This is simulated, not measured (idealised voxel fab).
process module | voxel trench capacitor
cross-section cut | 285 nm wide | cells 5 nm
A cross-section is a grid of square cells, given in bands from the top down. A band is one or more rows of cells.
Each band's line starts with the height of the band's top and of its bottom, in nm. Then come its materials from left to right, each with its width in nm. One material with "throughout" fills the band from edge to edge. "air" is empty space.
Height 0 is the level under which the wafer as received is all one material. The lowest band goes on downwards, as in "0 down".
A width such as "30 to 40" changes by the same amount from each row of cells to the next, from the band's top row to its bottom row.
"no change" after a step means that no cell of the cross-section changed.
closed voids: empty space of 8 cells or more with no open way to the top, each as width x height at its distance from the left edge, in nm
after a step's settings: what the simulator itself notes on the step
overlay nm, on a step with a mask: how far to the right of its planned place the mask lay; to the left if negative
plan
1 op RECEIVE | material Si
2 op CONFORMAL_DEP | material SiN | thk nm 5
3 op DIRECTIONAL_DEP | material aC | thk nm 10
4 op PATTERN | tone open | mask id TRENCH | material resist | width nm 25 | pitch nm 40 | thk nm 30 | overlay nm 0
5 op DIRECTIONAL_ETCH | etch materials aC | depth nm 10
6 op STRIP | etch materials resist
7 op DIRECTIONAL_ETCH | etch materials SiN | depth nm 5
8 op DIRECTIONAL_ETCH | etch materials Si | depth nm 40
9 op STRIP | etch materials aC
10 op CONFORMAL_DEP | material Al2O3 | thk nm 5
11 op CONFORMAL_DEP | material TiN | thk nm 5
12 op FILL_DEP | material W | thk nm 10
13 op CMP | height nm 5
first wafer, as planned
as received, after step 1
  0 down: Si throughout
  closed voids: none
after step 2
  5 to 0: SiN throughout
  below 0: unchanged
after step 3
  15 to 5: aC throughout
  below 5: unchanged
after step 4
  45 to 15: resist 110 | air 25 | resist 15 | air 25 | resist 110
  below 15: unchanged
after step 5
  35 to 15: resist 110 | air 25 | resist 15 | air 25 | resist 110
  15 to 5: aC 110 | air 25 | aC 15 | air 25 | aC 110
  below 5: unchanged
after step 6
  15 to 5: aC 110 | air 25 | aC 15 | air 25 | aC 110
  below 5: unchanged
after step 7
  15 to 5: aC 110 | air 25 | aC 15 | air 25 | aC 110
  5 to 0: SiN 110 | air 25 | SiN 15 | air 25 | SiN 110
  below 0: unchanged
after step 8
  15 to 5: aC 110 | air 25 | aC 15 | air 25 | aC 110
  5 to 0: SiN 110 | air 25 | SiN 15 | air 25 | SiN 110
  0 to -40: Si 110 | air 25 | Si 15 | air 25 | Si 110
  below -40: unchanged
after step 9
  5 to 0: SiN 110 | air 25 | SiN 15 | air 25 | SiN 110
  below 0: unchanged
after step 10
  10 to 5: Al2O3 115 | air 15 | Al2O3 25 | air 15 | Al2O3 115
  5 to 0: SiN 110 | Al2O3 5 | air 15 | Al2O3 5 | SiN 15 | Al2O3 5 | air 15 | Al2O3 5 | SiN 110
  0 to -35: Si 110 | Al2O3 5 | air 15 | Al2O3 5 | Si 15 | Al2O3 5 | air 15 | Al2O3 5 | Si 110
  -35 to -40: Si 110 | Al2O3 25 | Si 15 | Al2O3 25 | Si 110
  below -40: unchanged
after step 11
  15 to 10: TiN 120 | air 5 | TiN 35 | air 5 | TiN 120
  10 to 5: Al2O3 115 | TiN 5 | air 5 | TiN 5 | Al2O3 25 | TiN 5 | air 5 | TiN 5 | Al2O3 115
  5 to 0: SiN 110 | Al2O3 5 | TiN 5 | air 5 | TiN 5 | Al2O3 5 | SiN 15 | Al2O3 5 | TiN 5 | air 5 | TiN 5 | Al2O3 5 | SiN 110
  0 to -30: Si 110 | Al2O3 5 | TiN 5 | air 5 | TiN 5 | Al2O3 5 | Si 15 | Al2O3 5 | TiN 5 | air 5 | TiN 5 | Al2O3 5 | Si 110
  -30 to -35: Si 110 | Al2O3 5 | TiN 15 | Al2O3 5 | Si 15 | Al2O3 5 | TiN 15 | Al2O3 5 | Si 110
  below -35: unchanged
after step 12
  25 to 15: W throughout
  15 to 10: TiN 120 | W 5 | TiN 35 | W 5 | TiN 120
  10 to 5: Al2O3 115 | TiN 5 | W 5 | TiN 5 | Al2O3 25 | TiN 5 | W 5 | TiN 5 | Al2O3 115
  5 to 0: SiN 110 | Al2O3 5 | TiN 5 | W 5 | TiN 5 | Al2O3 5 | SiN 15 | Al2O3 5 | TiN 5 | W 5 | TiN 5 | Al2O3 5 | SiN 110
  0 to -30: Si 110 | Al2O3 5 | TiN 5 | W 5 | TiN 5 | Al2O3 5 | Si 15 | Al2O3 5 | TiN 5 | W 5 | TiN 5 | Al2O3 5 | Si 110
  below -30: unchanged
after step 13
  5 to 0: SiN 110 | Al2O3 5 | TiN 5 | W 5 | TiN 5 | Al2O3 5 | SiN 15 | Al2O3 5 | TiN 5 | W 5 | TiN 5 | Al2O3 5 | SiN 110
  below 0: unchanged
second wafer: like start, like plan, one mistake. Through step 3 it matches the first wafer
when step 4 should have ended
  45 to 15: air 110 | resist 25 | air 15 | resist 25 | air 110
  below 15: unchanged
when step 5 should have ended
  35 to 15: air 110 | resist 25 | air 15 | resist 25 | air 110
  15 to 5: air 110 | aC 25 | air 15 | aC 25 | air 110
  below 5: unchanged
when step 6 should have ended
  15 to 5: air 110 | aC 25 | air 15 | aC 25 | air 110
  below 5: unchanged
when step 7 should have ended
  15 to 5: air 110 | aC 25 | air 15 | aC 25 | air 110
  5 to 0: air 110 | SiN 25 | air 15 | SiN 25 | air 110
  below 0: unchanged
when step 8 should have ended
  15 to 5: air 110 | aC 25 | air 15 | aC 25 | air 110
  5 to 0: air 110 | SiN 25 | air 15 | SiN 25 | air 110
  0 to -40: air 110 | Si 25 | air 15 | Si 25 | air 110
  below -40: unchanged
when step 9 should have ended
  5 to 0: air 110 | SiN 25 | air 15 | SiN 25 | air 110
  below 0: unchanged
when step 10 should have ended
  10 to 5: air 105 | Al2O3 35 | air 5 | Al2O3 35 | air 105
  5 to 0: air 105 | Al2O3 5 | SiN 25 | Al2O3 5 | air 5 | Al2O3 5 | SiN 25 | Al2O3 5 | air 105
  0 to -35: air 105 | Al2O3 5 | Si 25 | Al2O3 5 | air 5 | Al2O3 5 | Si 25 | Al2O3 5 | air 105
  -35 to -40: Al2O3 110 | Si 25 | Al2O3 15 | Si 25 | Al2O3 110
  below -40: unchanged
when step 11 should have ended
  15 to 10: air 100 | TiN 85 | air 100
  10 to 5: air 100 | TiN 5 | Al2O3 35 | TiN 5 | Al2O3 35 | TiN 5 | air 100
  5 to 0: air 100 | TiN 5 | Al2O3 5 | SiN 25 | Al2O3 5 | TiN 5 | Al2O3 5 | SiN 25 | Al2O3 5 | TiN 5 | air 100
  0 to -30: air 100 | TiN 5 | Al2O3 5 | Si 25 | Al2O3 5 | TiN 5 | Al2O3 5 | Si 25 | Al2O3 5 | TiN 5 | air 100
  -30 to -35: TiN 105 | Al2O3 5 | Si 25 | Al2O3 5 | TiN 5 | Al2O3 5 | Si 25 | Al2O3 5 | TiN 105
  below -35: unchanged
when step 12 should have ended
  25 to 15: W throughout
  15 to 10: W 100 | TiN 85 | W 100
  10 to 5: W 100 | TiN 5 | Al2O3 35 | TiN 5 | Al2O3 35 | TiN 5 | W 100
  5 to 0: W 100 | TiN 5 | Al2O3 5 | SiN 25 | Al2O3 5 | TiN 5 | Al2O3 5 | SiN 25 | Al2O3 5 | TiN 5 | W 100
  0 to -30: W 100 | TiN 5 | Al2O3 5 | Si 25 | Al2O3 5 | TiN 5 | Al2O3 5 | Si 25 | Al2O3 5 | TiN 5 | W 100
  below -30: unchanged
when step 13 should have ended
  5 to 0: W 100 | TiN 5 | Al2O3 5 | SiN 25 | Al2O3 5 | TiN 5 | Al2O3 5 | SiN 25 | Al2O3 5 | TiN 5 | W 100
  below 0: unchanged
what went wrong: step 4 ran as: op PATTERN | tone cover | mask id TRENCH | material resist | width nm 25 | pitch nm 40 | thk nm 30 | overlay nm 0
at the end the second wafer has, in cells: 37 more of Al2O3 | 296 fewer of Si | 37 fewer of SiN | 30 more of TiN | 266 more of W
